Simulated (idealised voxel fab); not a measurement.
Module name: voxel capacitor over wiring (process module)
Shown is cross-section cut, with a width of 230 nm and square cells of size 5 nm.
In this document a cross-section is written as a grid of square cells. It is given as a series of bands, listed from the top down, and a band is one or more rows of cells.
The entry gives the band's vertical extent as a top height and a bottom height in nm, then its horizontal make-up as materials from left to right, each with a width in nm. "blank" stands for empty space; a single material marked "full width" fills the band edge to edge.
A quick word on heights: they are counted from 0, and under that level the wafer as it came to us is one material throughout. The lowest band is different from the rest in having no bottom; it simply continues downward, written as in "0 and below".
With a width like "30 to 40", each row of cells in the band differs from the next by the same amount, the top row carrying the first number and the bottom row the second.
Basically "nothing was modified" means that step didn't change any cell in the cross-section.
Listed in "Voids, sealed": every empty space of 8 or more cells without an open way to the top. Form: width x height at distance, the distance being from the left edge, all in nm.
Text after the settings on a step's line: the simulator's own remark on that step.
overlay nm, on a step with a mask: how far to the right of its planned place the mask lay; to the left if negative

## Steps in the process plan
- 1: op RECEIVE | material Si
- 2: op CONFORMAL_DEP | material SiO2 | thk nm 15
- 3: op CONFORMAL_DEP | material SiCN | thk nm 5
- 4: op DIRECTIONAL_DEP | material lowk | thk nm 15
- 5: op PATTERN | tone open | mask id METAL_1 | material resist | width nm 25 | pitch nm 75 | thk nm 15 | overlay nm 0
- 6: op DIRECTIONAL_ETCH | etch materials lowk | depth nm 15
- 7: op DIRECTIONAL_ETCH | etch materials SiCN | depth nm 5
- 8: op STRIP | etch materials resist
- 9: op CONFORMAL_DEP | material TiN | thk nm 5
- 10: op FILL_DEP | material Ru | thk nm 5
- 11: op CMP | height nm 35
- 12: op EPI | material Ru | thk nm 5
- 13: op FILL_DEP | material SiCN | thk nm 5
- 14: op DIRECTIONAL_DEP | material SiO2 | thk nm 20
- 15: op DIRECTIONAL_DEP | material aC | thk nm 10
- 16: op PATTERN | tone open | mask id PLUG_1 | material resist | width nm 15 | thk nm 30 | overlay nm 0
- 17: op DIRECTIONAL_ETCH | etch materials aC | depth nm 10
- 18: op STRIP | etch materials resist
- 19: op DIRECTIONAL_ETCH | etch materials SiO2 | depth nm 20
- 20: op DIRECTIONAL_ETCH | etch materials SiCN | depth nm 5
- 21: op STRIP | etch materials aC
- 22: op CONFORMAL_DEP | material TiN | thk nm 5
- 23: op FILL_DEP | material W | thk nm 10
- 24: op CMP | height nm 65
- 25: op DIRECTIONAL_DEP | material TiN | thk nm 5
- 26: op DIRECTIONAL_DEP | material HfO2 | thk nm 5
- 27: op DIRECTIONAL_DEP | material TiN | thk nm 5
- 28: op MASKED_ETCH | tone cover | mask id UPPER_PLATE | width nm 55 | etch materials TiN | depth nm 5 | overlay nm 0
- 29: op MASKED_ETCH | tone cover | mask id UPPER_PLATE | width nm 55 | etch materials HfO2 | depth nm 5 | overlay nm 0
- 30: op MASKED_ETCH | tone cover | mask id LOWER_PLATE | width nm 65 | etch materials TiN | depth nm 5 | overlay nm 0
- 31: op FILL_DEP | material SiO2 | thk nm 15
- 32: op CMP | height nm 90
- 33: op MASKED_ETCH | tone open | mask id PLUG_2 | width nm 15 | etch materials SiO2 | depth nm 10 | overlay nm 0
- 34: op CONFORMAL_DEP | material TiN | thk nm 5
- 35: op FILL_DEP | material Cu | thk nm 5
- 36: op CMP | height nm 90
- 37: op CONFORMAL_DEP | material SiN | thk nm 5

## Cross-section of the wafer as it came to us, i.e., already through step 1
0 and below = Si full width
Voids, sealed: none

## First of two wafers, end-of-module section, run followed plan
95 down to 90 = SiN full width
90 down to 85 = 85 SiO2, then 5 TiN, then 5 Cu, then 5 TiN, then 130 SiO2
85 down to 75 = 85 to 75 SiO2, then 15 to 55 TiN, then 130 to 100 SiO2
75 down to 70 = 75 SiO2, then 55 HfO2, then 100 SiO2
70 down to 65 = 70 SiO2, then 65 TiN, then 95 SiO2
65 down to 45 = 75 SiO2, then 5 TiN, then 5 W, then 5 TiN, then 140 SiO2
45 down to 40 = 75 SiCN, then 15 TiN, then 140 SiCN
40 down to 35 = 60 SiCN, then 35 Ru, then 40 SiCN, then 35 Ru, then 60 SiCN
35 down to 20 = 65 lowk, then 5 TiN, then 15 Ru, then 5 TiN, then 50 lowk, then 5 TiN, then 15 Ru, then 5 TiN, then 65 lowk
20 down to 15 = 65 SiCN, then 25 TiN, then 50 SiCN, then 25 TiN, then 65 SiCN
15 down to 0 = SiO2 full width
0 and below = Si full width
Voids, sealed: none

## Wafer two (of two), end-of-module cross-section: start = wafer one, plan = wafer one, one run mistake
95 down to 90 = SiN full width
90 down to 85 = 85 SiO2, then 5 TiN, then 5 Cu, then 5 TiN, then 130 SiO2
85 down to 75 = 85 to 75 SiO2, then 15 to 55 TiN, then 130 to 100 SiO2
75 down to 70 = 75 SiO2, then 55 HfO2, then 100 SiO2
70 down to 65 = 70 SiO2, then 65 TiN, then 95 SiO2
65 down to 45 = 75 SiO2, then 5 TiN, then 5 W, then 5 TiN, then 140 SiO2
45 down to 40 = 75 SiCN, then 15 TiN, then 140 SiCN
40 down to 35 = 60 SiCN, then 35 Ru, then 40 SiCN, then 35 Ru, then 60 SiCN
35 down to 30 = 65 SiCN, then 25 TiN, then 50 SiCN, then 25 TiN, then 65 SiCN
30 down to 0 = SiO2 full width
0 and below = Si full width
Voids, sealed: none
What was done differently from what was planned? step 2 of the plan was carried out twice
Bottom line after processing is that, in cells, the second wafer is up or down on some materials versus the first: -18 Ru | +138 SiO2 | -12 TiN | -108 lowk
